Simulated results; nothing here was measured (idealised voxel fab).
Process module in this document: voxel lift off
Xsec cut, 205 nm wide, square cell size 5 nm.
Square cells in a grid make up a cross-section in this document, and the grid is given as bands, listed from the top down, each one or more rows of cells. A band entry consists of two parts. The first gives the height of the band's top and the height of its bottom, in nm. The rest lists the band's materials from left to right, each with its width in nm. A single material labelled with the word "full width" fills the band from edge to edge, and the word "air" marks empty space. Heads up on the height convention: 0 is the point under which the incoming wafer is all one material, and the lowest band has no bottom, it just keeps going down, like "0 and below". Per-row width for "30..40": begins at first number (top row of band), ends at second number (bottom row), increment between rows held constant. A step reported as "nothing changed" is a step in which no cell of the cross-section changed. "Catalogued sealed voids": empty spaces of 8 cells or more with no open way to the top, each given as width x height at distance, distance from the left edge, all in nm. It should be noted that, on the line of a given step, the content following the step's settings is a remark produced by the simulator itself with respect to that step. "overlay nm" denotes, for a step that has a mask, the displacement of the mask to the right of its planned place, with negative values corresponding to the left.
These are the steps we planned for the process
1 RECEIVE,material Si
2 CONFORMAL_DEP,material SiN,thk nm 15
3 PATTERN,tone open,mask id LINES,material resist,width nm 15,pitch nm 40,thk nm 25,overlay nm 0
4 DIRECTIONAL_DEP,material Ru,thk nm 15
5 STRIP,etch materials resist
6 CONFORMAL_DEP,material SiN,thk nm 10
As-received wafer cross-section (after step 1)
- 0 and below: Si full width
- Catalogued sealed voids: none
The plan above was carried out on the starting structure above with one mistake, and this cross-section shows the wafer at the end of the module
- 55 down to 45: 45 of air, 35 of SiN, 5 of air, 35 of SiN, 5 of air, 35 of SiN, 45 of air
- 45 down to 40: 45 of air, 10 of SiN, 15 of Ru, 10 of SiN, 5 of air, 10 of SiN, 15 of Ru, 10 of SiN, 5 of air, 10 of SiN, 15 of Ru, 10 of SiN, 45 of air
- 40 down to 30: 55 of SiN, 15 of Ru, 25 of SiN, 15 of Ru, 25 of SiN, 15 of Ru, 55 of SiN
- 30 down to 0: SiN full width
- 0 and below: Si full width
- Catalogued sealed voids: none
Run error: yeah, plan step 2 got run twice
